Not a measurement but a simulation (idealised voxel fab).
Process module, titled voxel capacitor over wiring
The cross-section on display is named cut; it measures 285 nm wide, and its cells are 5 nm squares.
Notation: cross-section as square-cell grid; stated in bands, top first, going down; one or more cell rows per band. Heights first: top, then bottom, in nm. Then materials, left to right, each with a width in nm. "all across" on a single material: fills the band edge to edge. "empty": empty space. Heights from 0 (as-received wafer is one material below). Bottom band endless downward, as "0..down". The two numbers in a width such as "30..40" mark its ends across the band: the first belongs to the top row of cells, the second to the bottom row, and from each row to the next the width moves by the same amount. "no change occurred" means the step left every cell of the cross-section as it was. In "Voids, sealed" the enclosed voids are listed, meaning empty spaces of 8 cells or larger without any opening to the top. The form is width x height at distance, distance from the left edge, units nm. Step line, after settings: the simulator's comment on this step. overlay nm: mask offset rightward from planned place, masked step; negative means leftward offset.
[This section lists the process steps that were planned]
1 RECEIVE | material Si
2 CONFORMAL_DEP | material SiO2 | thk nm 15
3 DIRECTIONAL_DEP | material TiN | thk nm 5
4 DIRECTIONAL_DEP | material Ru | thk nm 20
5 PATTERN | tone cover | mask id METAL_1 | material resist | width nm 30 | pitch nm 100 | thk nm 20 | overlay nm 0
6 DIRECTIONAL_ETCH | etch materials Ru | depth nm 20
7 DIRECTIONAL_ETCH | etch materials TiN | depth nm 5
8 STRIP | etch materials resist
9 FILL_DEP | material SiO2 | thk nm 10
10 CMP | height nm 40
11 CONFORMAL_DEP | material SiCN | thk nm 5
12 DIRECTIONAL_DEP | material lowk | thk nm 15
13 DIRECTIONAL_DEP | material aC | thk nm 15
14 PATTERN | tone open | mask id PLUG_1 | material resist | width nm 15 | thk nm 30 | overlay nm 0
15 DIRECTIONAL_ETCH | etch materials aC | depth nm 15
16 STRIP | etch materials resist
17 DIRECTIONAL_ETCH | etch materials lowk | depth nm 15
18 DIRECTIONAL_ETCH | etch materials SiCN | depth nm 5
19 STRIP | etch materials aC
20 EPI | material Ru | thk nm 10
21 EPI | material Ru | thk nm 10
22 DIRECTIONAL_DEP | material TiN | thk nm 10
23 DIRECTIONAL_DEP | material Al2O3 | thk nm 5
24 DIRECTIONAL_DEP | material TiN | thk nm 5
25 PATTERN | tone cover | mask id UPPER_PLATE | material resist | width nm 75 | thk nm 15 | overlay nm 0
26 DIRECTIONAL_ETCH | etch materials TiN | depth nm 5
27 DIRECTIONAL_ETCH | etch materials Al2O3 | depth nm 5
28 STRIP | etch materials resist
29 MASKED_ETCH | tone cover | mask id LOWER_PLATE | width nm 85 | etch materials TiN | depth nm 10 | overlay nm 0
30 FILL_DEP | material SiO2 | thk nm 20
31 CMP | height nm 95
32 MASKED_ETCH | tone open | mask id PLUG_2 | width nm 15 | etch materials SiO2 | depth nm 15 | overlay nm 0
33 CONFORMAL_DEP | material TiN | thk nm 5
34 FILL_DEP | material Ru | thk nm 10
35 CMP | height nm 95
36 CONFORMAL_DEP | material SiN | thk nm 5
[So, the first of our two wafers, run just as we planned it]
[Cross-section: wafer on arrival = after step 1]
> 0..down: Si all across
> Voids, sealed: none
[Take a look at the wafer's cross-section after step 2]
> 15..0: SiO2 all across
> Heights below 0 show no change.
[Take a look at the wafer's cross-section after step 3]
> 20..15: TiN all across
> Heights below 15 show no change.
[Take a look at the wafer's cross-section after step 4]
> 40..20: Ru all across
> Heights below 20 show no change.
[Take a look at the wafer's cross-section after step 5]
> 60..40: empty (75); resist (30); empty (70); resist (30); empty (80)
> Heights below 40 show no change.
[Take a look at the wafer's cross-section after step 6]
> 60..40: empty (75); resist (30); empty (70); resist (30); empty (80)
> 40..20: empty (75); Ru (30); empty (70); Ru (30); empty (80)
> Heights below 20 show no change.
[Take a look at the wafer's cross-section after step 7]
> 60..40: empty (75); resist (30); empty (70); resist (30); empty (80)
> 40..20: empty (75); Ru (30); empty (70); Ru (30); empty (80)
> 20..15: empty (75); TiN (30); empty (70); TiN (30); empty (80)
> Heights below 15 show no change.
[Take a look at the wafer's cross-section after step 8]
> 40..20: empty (75); Ru (30); empty (70); Ru (30); empty (80)
> Heights below 20 show no change.
[Take a look at the wafer's cross-section after step 9]
> 50..40: SiO2 all across
> 40..20: SiO2 (75); Ru (30); SiO2 (70); Ru (30); SiO2 (80)
> 20..15: SiO2 (75); TiN (30); SiO2 (70); TiN (30); SiO2 (80)
> Heights below 15 show no change.
[Take a look at the wafer's cross-section after step 10]
> 40..20: SiO2 (75); Ru (30); SiO2 (70); Ru (30); SiO2 (80)
> Heights below 20 show no change.
[Take a look at the wafer's cross-section after step 11]
> 45..40: SiCN all across
> Heights below 40 show no change.
[Take a look at the wafer's cross-section after step 12]
> 60..45: lowk all across
> Heights below 45 show no change.
[Take a look at the wafer's cross-section after step 13]
> 75..60: aC all across
> Heights below 60 show no change.
[Take a look at the wafer's cross-section after step 14]
> 105..75: resist (90); empty (15); resist (180)
> Heights below 75 show no change.
[Take a look at the wafer's cross-section after step 15]
> 90..75: resist (90); empty (15); resist (180)
> 75..60: aC (90); empty (15); aC (180)
> Heights below 60 show no change.
[Take a look at the wafer's cross-section after step 16]
> 75..60: aC (90); empty (15); aC (180)
> Heights below 60 show no change.
[Take a look at the wafer's cross-section after step 17]
> 75..60: aC (90); empty (15); aC (180)
> 60..45: lowk (90); empty (15); lowk (180)
> Heights below 45 show no change.
[Take a look at the wafer's cross-section after step 18]
> 75..60: aC (90); empty (15); aC (180)
> 60..45: lowk (90); empty (15); lowk (180)
> 45..40: SiCN (90); empty (15); SiCN (180)
> Heights below 40 show no change.
[Take a look at the wafer's cross-section after step 19]
> 60..45: lowk (90); empty (15); lowk (180)
> Heights below 45 show no change.
[Take a look at the wafer's cross-section after step 20]
> 60..50: lowk (90); empty (15); lowk (180)
> 50..45: lowk (90); Ru (15); lowk (180)
> 45..40: SiCN (90); Ru (15); SiCN (180)
> Heights below 40 show no change.
[Take a look at the wafer's cross-section after step 21]
> 60..45: lowk (90); Ru (15); lowk (180)
> Heights below 45 show no change.
[Take a look at the wafer's cross-section after step 22]
> 70..60: TiN all across
> Heights below 60 show no change.
[Take a look at the wafer's cross-section after step 23]
> 75..70: Al2O3 all across
> Heights below 70 show no change.
[Take a look at the wafer's cross-section after step 24]
> 80..75: TiN all across
> Heights below 75 show no change.
[Take a look at the wafer's cross-section after step 25]
> 95..80: empty (90); resist (75); empty (120)
> Heights below 80 show no change.
[Take a look at the wafer's cross-section after step 26]
> 95..80: empty (90); resist (75); empty (120)
> 80..75: empty (90); TiN (75); empty (120)
> Heights below 75 show no change.
[Take a look at the wafer's cross-section after step 27]
> 95..80: empty (90); resist (75); empty (120)
> 80..75: empty (90); TiN (75); empty (120)
> 75..70: empty (90); Al2O3 (75); empty (120)
> Heights below 70 show no change.
[Take a look at the wafer's cross-section after step 28]
> 80..75: empty (90); TiN (75); empty (120)
> Heights below 75 show no change.
[Take a look at the wafer's cross-section after step 29]
> 80..75: empty (90); TiN (75); empty (120)
> 75..70: empty (90); Al2O3 (75); empty (120)
> 70..60: empty (85); TiN (85); empty (115)
> Heights below 60 show no change.
[Take a look at the wafer's cross-section after step 30]
> 100..80: SiO2 all across
> 80..75: SiO2 (90); TiN (75); SiO2 (120)
> 75..70: SiO2 (90); Al2O3 (75); SiO2 (120)
> 70..60: SiO2 (85); TiN (85); SiO2 (115)
> Heights below 60 show no change.
[Take a look at the wafer's cross-section after step 31]
> 95..80: SiO2 all across
> Heights below 80 show no change.
[Take a look at the wafer's cross-section after step 32]
> 95..80: SiO2 (100); empty (15); SiO2 (170)
> Heights below 80 show no change.
[Take a look at the wafer's cross-section after step 33]
> 100..95: TiN (105); empty (5); TiN (175)
> 95..85: SiO2 (100); TiN (5); empty (5); TiN (5); SiO2 (170)
> 85..75: SiO2 (100..90); TiN (15..75); SiO2 (170..120)
> Heights below 75 show no change.
[Take a look at the wafer's cross-section after step 34]
> 110..100: Ru all across
> 100..95: TiN (105); Ru (5); TiN (175)
> 95..85: SiO2 (100); TiN (5); Ru (5); TiN (5); SiO2 (170)
> Heights below 85 show no change.
[Take a look at the wafer's cross-section after step 35]
> 95..85: SiO2 (100); TiN (5); Ru (5); TiN (5); SiO2 (170)
> Heights below 85 show no change.
[Take a look at the wafer's cross-section after step 36]
> 100..95: SiN all across
> Heights below 95 show no change.
[Wafer two of the pair: same origin, same plan, one error during the run; identical to wafer one up to and including step 1]
[Cross-sectional representation of the second wafer at the time designated in the plan for the completion of step 2]
> 10..0: SiO2 all across
> Heights below 0 show no change.
[Cross-sectional representation of the second wafer at the time designated in the plan for the completion of step 3]
> 15..10: TiN all across
> Heights below 10 show no change.
[Cross-sectional representation of the second wafer at the time designated in the plan for the completion of step 4]
> 35..15: Ru all across
> Heights below 15 show no change.
[Cross-sectional representation of the second wafer at the time designated in the plan for the completion of step 5]
> 55..35: empty (75); resist (30); empty (70); resist (30); empty (80)
> Heights below 35 show no change.
[Cross-sectional representation of the second wafer at the time designated in the plan for the completion of step 6]
> 55..35: empty (75); resist (30); empty (70); resist (30); empty (80)
> 35..15: empty (75); Ru (30); empty (70); Ru (30); empty (80)
> Heights below 15 show no change.
[Cross-sectional representation of the second wafer at the time designated in the plan for the completion of step 7]
> 55..35: empty (75); resist (30); empty (70); resist (30); empty (80)
> 35..15: empty (75); Ru (30); empty (70); Ru (30); empty (80)
> 15..10: empty (75); TiN (30); empty (70); TiN (30); empty (80)
> Heights below 10 show no change.
[Cross-sectional representation of the second wafer at the time designated in the plan for the completion of step 8]
> 35..15: empty (75); Ru (30); empty (70); Ru (30); empty (80)
> Heights below 15 show no change.
[Cross-sectional representation of the second wafer at the time designated in the plan for the completion of step 9]
> 45..35: SiO2 all across
> 35..15: SiO2 (75); Ru (30); SiO2 (70); Ru (30); SiO2 (80)
> 15..10: SiO2 (75); TiN (30); SiO2 (70); TiN (30); SiO2 (80)
> Heights below 10 show no change.
[Cross-sectional representation of the second wafer at the time designated in the plan for the completion of step 10]
> 40..35: SiO2 all across
> Heights below 35 show no change.
[Cross-sectional representation of the second wafer at the time designated in the plan for the completion of step 11]
> 45..40: SiCN all across
> Heights below 40 show no change.
[Cross-sectional representation of the second wafer at the time designated in the plan for the completion of step 12]
> 60..45: lowk all across
> Heights below 45 show no change.
[Cross-sectional representation of the second wafer at the time designated in the plan for the completion of step 13]
> 75..60: aC all across
> Heights below 60 show no change.
[Cross-sectional representation of the second wafer at the time designated in the plan for the completion of step 14]
> 105..75: resist (90); empty (15); resist (180)
> Heights below 75 show no change.
[Cross-sectional representation of the second wafer at the time designated in the plan for the completion of step 15]
> 90..75: resist (90); empty (15); resist (180)
> 75..60: aC (90); empty (15); aC (180)
> Heights below 60 show no change.
[Cross-sectional representation of the second wafer at the time designated in the plan for the completion of step 16]
> 75..60: aC (90); empty (15); aC (180)
> Heights below 60 show no change.
[Cross-sectional representation of the second wafer at the time designated in the plan for the completion of step 17]
> 75..60: aC (90); empty (15); aC (180)
> 60..45: lowk (90); empty (15); lowk (180)
> Heights below 45 show no change.
[Cross-sectional representation of the second wafer at the time designated in the plan for the completion of step 18]
> 75..60: aC (90); empty (15); aC (180)
> 60..45: lowk (90); empty (15); lowk (180)
> 45..40: SiCN (90); empty (15); SiCN (180)
> Heights below 40 show no change.
[Cross-sectional representation of the second wafer at the time designated in the plan for the completion of step 19]
> 60..45: lowk (90); empty (15); lowk (180)
> Heights below 45 show no change.
Cross-sectional representation of the second wafer at the time designated in the plan for the completion of step 20: no change occurred
Cross-sectional representation of the second wafer at the time designated in the plan for the completion of step 21: no change occurred
[Cross-sectional representation of the second wafer at the time designated in the plan for the completion of step 22]
> 70..60: TiN (90); empty (15); TiN (180)
> 60..50: lowk (90); empty (15); lowk (180)
> 50..45: lowk (90); TiN (15); lowk (180)
> 45..40: SiCN (90); TiN (15); SiCN (180)
> Heights below 40 show no change.
[Cross-sectional representation of the second wafer at the time designated in the plan for the completion of step 23]
> 75..70: Al2O3 (90); empty (15); Al2O3 (180)
> 70..60: TiN (90); empty (15); TiN (180)
> 60..55: lowk (90); empty (15); lowk (180)
> 55..50: lowk (90); Al2O3 (15); lowk (180)
> Heights below 50 show no change.
[Cross-sectional representation of the second wafer at the time designated in the plan for the completion of step 24]
> 80..75: TiN (90); empty (15); TiN (180)
> 75..70: Al2O3 (90); empty (15); Al2O3 (180)
> 70..60: TiN (90); empty (15); TiN (180)
> 60..55: lowk (90); TiN (15); lowk (180)
> Heights below 55 show no change.
[Cross-sectional representation of the second wafer at the time designated in the plan for the completion of step 25]
> 95..80: empty (90); resist (75); empty (120)
> 80..75: TiN (90); resist (15); TiN (180)
> 75..70: Al2O3 (90); resist (15); Al2O3 (180)
> 70..60: TiN (90); resist (15); TiN (180)
> Heights below 60 show no change.
[Cross-sectional representation of the second wafer at the time designated in the plan for the completion of step 26]
> 95..80: empty (90); resist (75); empty (120)
> 80..75: empty (90); resist (15); TiN (60); empty (120)
> Heights below 75 show no change.
[Cross-sectional representation of the second wafer at the time designated in the plan for the completion of step 27]
> 95..80: empty (90); resist (75); empty (120)
> 80..75: empty (90); resist (15); TiN (60); empty (120)
> 75..70: empty (90); resist (15); Al2O3 (60); empty (120)
> Heights below 70 show no change.
[Cross-sectional representation of the second wafer at the time designated in the plan for the completion of step 28]
> 80..75: empty (105); TiN (60); empty (120)
> 75..70: empty (105); Al2O3 (60); empty (120)
> 70..60: TiN (90); empty (15); TiN (180)
> Heights below 60 show no change.
[Cross-sectional representation of the second wafer at the time designated in the plan for the completion of step 29]
> 80..75: empty (105); TiN (60); empty (120)
> 75..70: empty (105); Al2O3 (60); empty (120)
> 70..60: empty (85); TiN (5); empty (15); TiN (65); empty (115)
> Heights below 60 show no change.
[Cross-sectional representation of the second wafer at the time designated in the plan for the completion of step 30]
> 100..80: SiO2 all across
> 80..75: SiO2 (105); TiN (60); SiO2 (120)
> 75..70: SiO2 (105); Al2O3 (60); SiO2 (120)
> 70..60: SiO2 (85); TiN (5); SiO2 (15); TiN (65); SiO2 (115)
> Heights below 60 show no change.
[Cross-sectional representation of the second wafer at the time designated in the plan for the completion of step 31]
> 95..80: SiO2 all across
> Heights below 80 show no change.
[Cross-sectional representation of the second wafer at the time designated in the plan for the completion of step 32]
> 95..80: SiO2 (100); empty (15); SiO2 (170)
> Heights below 80 show no change.
[Cross-sectional representation of the second wafer at the time designated in the plan for the completion of step 33]
> 100..95: TiN (105); empty (5); TiN (175)
> 95..85: SiO2 (100); TiN (5); empty (5); TiN (5); SiO2 (170)
> 85..75: SiO2 (100..105); TiN (15..60); SiO2 (170..120)
> Heights below 75 show no change.
[Cross-sectional representation of the second wafer at the time designated in the plan for the completion of step 34]
> 110..100: Ru all across
> 100..95: TiN (105); Ru (5); TiN (175)
> 95..85: SiO2 (100); TiN (5); Ru (5); TiN (5); SiO2 (170)
> Heights below 85 show no change.
[Cross-sectional representation of the second wafer at the time designated in the plan for the completion of step 35]
> 95..85: SiO2 (100); TiN (5); Ru (5); TiN (5); SiO2 (170)
> Heights below 85 show no change.
[Cross-sectional representation of the second wafer at the time designated in the plan for the completion of step 36]
> 100..95: SiN all across
> Heights below 95 show no change.
What was done differently from what was planned? step 2 ran differently from the plan; actual operation with settings: CONFORMAL_DEP | material SiO2 | thk nm 10
The closing comparison, in cells, has the second wafer with more or fewer of some materials than the first: Ru: 12 fewer | SiO2: 12 more
